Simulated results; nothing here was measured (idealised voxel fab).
Herein follows the process module entitled voxel self aligned contacts.
The width of the displayed cross-section, cut, is 175 nm; its cells are square, with a size of 5 nm.
How to read a cross-section here: the picture is a grid of square cells, written as bands going from the top down, and any band can span one or more rows of cells. Heads up on the band format: heights come first, top then bottom, in nm. After that it's the materials left to right, each with its width in nm. A single material flagged "throughout" fills the whole band edge to edge, and "air" means there's empty space there. Ref level 0: as-received wafer is one material below here. Bottom band extends down with no lower bound ("from 0 down"). Quick explanation for "30->40": the width changes in equal steps down the rows of cells, from the first number in the band's top row to the second number in its bottom row. It should be understood that the words "everything unchanged", when stated for a given step, signify that the cross-section underwent no change in any of its cells during that step. "Fully sealed voids" - sealed voids, min. 8 cells, no opening to top; format: width x height at distance (distance from left edge; nm throughout). On each step's line, the part that comes after the settings is the simulator's own comment on the step. "overlay nm" denotes, for a step that has a mask, the displacement of the mask to the right of its planned place, with negative values corresponding to the left.

This section lists the process steps that were planned:
1. RECEIVE with material Si
2. CONFORMAL_DEP with material SiO2, thk nm 5
3. DIRECTIONAL_DEP with material polySi, thk nm 20
4. DIRECTIONAL_DEP with material SiN, thk nm 15
5. MASKED_ETCH with tone cover, mask id GATE, width nm 25, pitch nm 60, etch materials SiN, depth nm 15, overlay nm 0
6. MASKED_ETCH with tone cover, mask id GATE, width nm 25, pitch nm 60, etch materials polySi, depth nm 20, overlay nm 0
7. CONFORMAL_DEP with material SiN, thk nm 5
8. DIRECTIONAL_ETCH with etch materials SiN, depth nm 5
9. FILL_DEP with material SiO2, thk nm 10
10. CMP with height nm 45
11. PATTERN with tone open, mask id CONTACT, material resist, width nm 45, pitch nm 60, thk nm 20, overlay nm 0
12. DIRECTIONAL_ETCH with etch materials SiO2, depth nm 45
13. STRIP with etch materials resist
14. CONFORMAL_DEP with material TiN, thk nm 5
15. FILL_DEP with material Ru, thk nm 5
16. CMP with height nm 45
17. CONFORMAL_DEP with material SiCN, thk nm 5

Run as planned: first of two wafers:

Cross-section of the wafer upon arrival, representing the state reached after step 1:
* from 0 down  Si throughout
* Fully sealed voids: none

Cross-section of the wafer after step 2:
* from 5 to 0  SiO2 throughout
* Heights below 0 show no change.

Cross-section of the wafer after step 3:
* from 25 to 5  polySi throughout
* Heights below 5 show no change.

Cross-section of the wafer after step 4:
* from 40 to 25  SiN throughout
* Heights below 25 show no change.

Cross-section of the wafer after step 5:
* from 40 to 25  15 air, 25 SiN, 35 air, 25 SiN, 35 air, 25 SiN, 15 air
* Heights below 25 show no change.

Cross-section of the wafer after step 6:
* from 40 to 25  15 air, 25 SiN, 35 air, 25 SiN, 35 air, 25 SiN, 15 air
* from 25 to 5  15 air, 25 polySi, 35 air, 25 polySi, 35 air, 25 polySi, 15 air
* Heights below 5 show no change.

Cross-section of the wafer after step 7:
* from 45 to 25  10 air, 35 SiN, 25 air, 35 SiN, 25 air, 35 SiN, 10 air
* from 25 to 10  10 air, 5 SiN, 25 polySi, 5 SiN, 25 air, 5 SiN, 25 polySi, 5 SiN, 25 air, 5 SiN, 25 polySi, 5 SiN, 10 air
* from 10 to 5  15 SiN, 25 polySi, 35 SiN, 25 polySi, 35 SiN, 25 polySi, 15 SiN
* Heights below 5 show no change.

Cross-section of the wafer after step 8:
* from 40 to 25  10 air, 35 SiN, 25 air, 35 SiN, 25 air, 35 SiN, 10 air
* from 25 to 5  10 air, 5 SiN, 25 polySi, 5 SiN, 25 air, 5 SiN, 25 polySi, 5 SiN, 25 air, 5 SiN, 25 polySi, 5 SiN, 10 air
* Heights below 5 show no change.

Cross-section of the wafer after step 9:
* from 50 to 40  SiO2 throughout
* from 40 to 25  10 SiO2, 35 SiN, 25 SiO2, 35 SiN, 25 SiO2, 35 SiN, 10 SiO2
* from 25 to 5  10 SiO2, 5 SiN, 25 polySi, 5 SiN, 25 SiO2, 5 SiN, 25 polySi, 5 SiN, 25 SiO2, 5 SiN, 25 polySi, 5 SiN, 10 SiO2
* Heights below 5 show no change.

Cross-section of the wafer after step 10:
* from 45 to 40  SiO2 throughout
* Heights below 40 show no change.

Cross-section of the wafer after step 11:
* from 65 to 45  35 resist, 45 air, 15 resist, 45 air, 35 resist
* Heights below 45 show no change.

Cross-section of the wafer after step 12:
* from 65 to 45  35 resist, 45 air, 15 resist, 45 air, 35 resist
* from 45 to 40  35 SiO2, 45 air, 15 SiO2, 45 air, 35 SiO2
* from 40 to 25  10 SiO2, 35 SiN, 25 air, 35 SiN, 25 air, 35 SiN, 10 SiO2
* from 25 to 5  10 SiO2, 5 SiN, 25 polySi, 5 SiN, 25 air, 5 SiN, 25 polySi, 5 SiN, 25 air, 5 SiN, 25 polySi, 5 SiN, 10 SiO2
* from 5 to 0  45 SiO2, 25 air, 35 SiO2, 25 air, 45 SiO2
* Heights below 0 show no change.

Cross-section of the wafer after step 13:
* from 45 to 40  35 SiO2, 45 air, 15 SiO2, 45 air, 35 SiO2
* Heights below 40 show no change.

Cross-section of the wafer after step 14:
* from 50 to 45  40 TiN, 35 air, 25 TiN, 35 air, 40 TiN
* from 45 to 40  35 SiO2, 15 TiN, 15 air, 15 TiN, 15 SiO2, 15 TiN, 15 air, 15 TiN, 35 SiO2
* from 40 to 25  10 SiO2, 35 SiN, 5 TiN, 15 air, 5 TiN, 35 SiN, 5 TiN, 15 air, 5 TiN, 35 SiN, 10 SiO2
* from 25 to 5  10 SiO2, 5 SiN, 25 polySi, 5 SiN, 5 TiN, 15 air, 5 TiN, 5 SiN, 25 polySi, 5 SiN, 5 TiN, 15 air, 5 TiN, 5 SiN, 25 polySi, 5 SiN, 10 SiO2
* from 5 to 0  45 SiO2, 25 TiN, 35 SiO2, 25 TiN, 45 SiO2
* Heights below 0 show no change.

Cross-section of the wafer after step 15:
* from 55 to 50  Ru throughout
* from 50 to 45  40 TiN, 35 Ru, 25 TiN, 35 Ru, 40 TiN
* from 45 to 40  35 SiO2, 15 TiN, 15 Ru, 15 TiN, 15 SiO2, 15 TiN, 15 Ru, 15 TiN, 35 SiO2
* from 40 to 25  10 SiO2, 35 SiN, 5 TiN, 15 Ru, 5 TiN, 35 SiN, 5 TiN, 15 Ru, 5 TiN, 35 SiN, 10 SiO2
* from 25 to 5  10 SiO2, 5 SiN, 25 polySi, 5 SiN, 5 TiN, 15 Ru, 5 TiN, 5 SiN, 25 polySi, 5 SiN, 5 TiN, 15 Ru, 5 TiN, 5 SiN, 25 polySi, 5 SiN, 10 SiO2
* Heights below 5 show no change.

Cross-section of the wafer after step 16:
* from 45 to 40  35 SiO2, 15 TiN, 15 Ru, 15 TiN, 15 SiO2, 15 TiN, 15 Ru, 15 TiN, 35 SiO2
* Heights below 40 show no change.

Cross-section of the wafer after step 17:
* from 50 to 45  SiCN throughout
* Heights below 45 show no change.

Second wafer. Start and plan as for the first. One mistake made in running. Agrees with the first up to and including step 9:

Second wafer, cut view, end of step 10 per plan:
* from 35 to 25  10 SiO2, 35 SiN, 25 SiO2, 35 SiN, 25 SiO2, 35 SiN, 10 SiO2
* Heights below 25 show no change.

Second wafer, cut view, end of step 11 per plan:
* from 55 to 35  35 resist, 45 air, 15 resist, 45 air, 35 resist
* Heights below 35 show no change.

Second wafer, cut view, end of step 12 per plan:
* from 55 to 35  35 resist, 45 air, 15 resist, 45 air, 35 resist
* from 35 to 25  10 SiO2, 35 SiN, 25 air, 35 SiN, 25 air, 35 SiN, 10 SiO2
* from 25 to 5  10 SiO2, 5 SiN, 25 polySi, 5 SiN, 25 air, 5 SiN, 25 polySi, 5 SiN, 25 air, 5 SiN, 25 polySi, 5 SiN, 10 SiO2
* from 5 to 0  45 SiO2, 25 air, 35 SiO2, 25 air, 45 SiO2
* Heights below 0 show no change.

Second wafer, cut view, end of step 13 per plan:
* from 35 to 25  10 SiO2, 35 SiN, 25 air, 35 SiN, 25 air, 35 SiN, 10 SiO2
* Heights below 25 show no change.

Second wafer, cut view, end of step 14 per plan:
* from 40 to 35  50 TiN, 15 air, 45 TiN, 15 air, 50 TiN
* from 35 to 25  10 SiO2, 35 SiN, 5 TiN, 15 air, 5 TiN, 35 SiN, 5 TiN, 15 air, 5 TiN, 35 SiN, 10 SiO2
* from 25 to 5  10 SiO2, 5 SiN, 25 polySi, 5 SiN, 5 TiN, 15 air, 5 TiN, 5 SiN, 25 polySi, 5 SiN, 5 TiN, 15 air, 5 TiN, 5 SiN, 25 polySi, 5 SiN, 10 SiO2
* from 5 to 0  45 SiO2, 25 TiN, 35 SiO2, 25 TiN, 45 SiO2
* Heights below 0 show no change.

Second wafer, cut view, end of step 15 per plan:
* from 45 to 40  Ru throughout
* from 40 to 35  50 TiN, 15 Ru, 45 TiN, 15 Ru, 50 TiN
* from 35 to 25  10 SiO2, 35 SiN, 5 TiN, 15 Ru, 5 TiN, 35 SiN, 5 TiN, 15 Ru, 5 TiN, 35 SiN, 10 SiO2
* from 25 to 5  10 SiO2, 5 SiN, 25 polySi, 5 SiN, 5 TiN, 15 Ru, 5 TiN, 5 SiN, 25 polySi, 5 SiN, 5 TiN, 15 Ru, 5 TiN, 5 SiN, 25 polySi, 5 SiN, 10 SiO2
* Heights below 5 show no change.

Second wafer, cut view, end of step 16 per plan: everything unchanged

Second wafer, cut view, end of step 17 per plan:
* from 50 to 45  SiCN throughout
* Heights below 45 show no change.
Error vs. plan: step 10: run off-plan, actual operation and settings CMP with height nm 35
Final difference in cells, second wafer against first, listed per material as more or fewer: Ru +29 | SiN -21 | SiO2 -21 | TiN +13
